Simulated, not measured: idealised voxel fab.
The name of this process module is voxel double patterning.
Shown is cross-section cut, with a width of 155 nm and square cells of size 5 nm.
In what follows, cross-sections appear as grids of square cells, described through bands that run from the top down, where every band is one or more rows of cells.
In this notation a band is specified by the heights of its top and bottom, in that order and in nm, after which its materials appear from left to right, each paired with its width in nm. The word "full width" attached to a single material means that material fills the band from edge to edge; the word "blank" stands for empty space.
Heads up on the height convention: 0 is the point under which the incoming wafer is all one material, and the lowest band has no bottom, it just keeps going down, like "0..down".
Width: "30..40" (first number = top row, second number = bottom row, same change from row to row of cells).
Where a step carries "no alterations made", the cross-section came out of it unchanged, cell for cell.
You'll see "Sealed cavities" listing empty spaces that have no way open to the top, as long as they're 8 cells or more; the notation is width x height at distance, where the distance is from the left edge, and all of it is in nm.
Formally, on a step line, whatever follows the settings is a remark that the simulator itself makes on the step.
A step's line can hold "overlay nm"; with a mask on that step, the setting says how far right of the planned place the mask lay, while a negative setting says it lay to the left.

These are the steps we planned for the process:
1) RECEIVE: material Si
2) CONFORMAL_DEP: material SiO2, thk nm 10
3) DIRECTIONAL_DEP: material polySi, thk nm 15
4) DIRECTIONAL_DEP: material SiCN, thk nm 10
5) MASKED_ETCH: tone open, mask id FIRST, width nm 15, pitch nm 50, etch materials SiCN, depth nm 10, overlay nm 0
6) MASKED_ETCH: tone open, mask id SECOND, width nm 15, pitch nm 50, etch materials SiCN, depth nm 10, overlay nm 0
7) DIRECTIONAL_ETCH: etch materials polySi, depth nm 15
8) STRIP: etch materials SiCN
It is noted that the wafers described herein are identical at the outset and are distinguished by the width nm of step 6; the value stated in the plan corresponds to the first wafer.

Incoming state of the first of several wafers in cross-section: after step 1:
    0..down  Si full width
    Sealed cavities: none

Per wafer (row), end of module: delta in cells per material since receipt, (+) for gained, (-) for lost; closed voids after that:
width nm 15, +62 SiO2, +48 polySi, Sealed cavities: none
width nm 20, +62 SiO2, +42 polySi, Sealed cavities: none
width nm 25, +62 SiO2, +36 polySi, Sealed cavities: none
width nm 30, +62 SiO2, +30 polySi, Sealed cavities: none
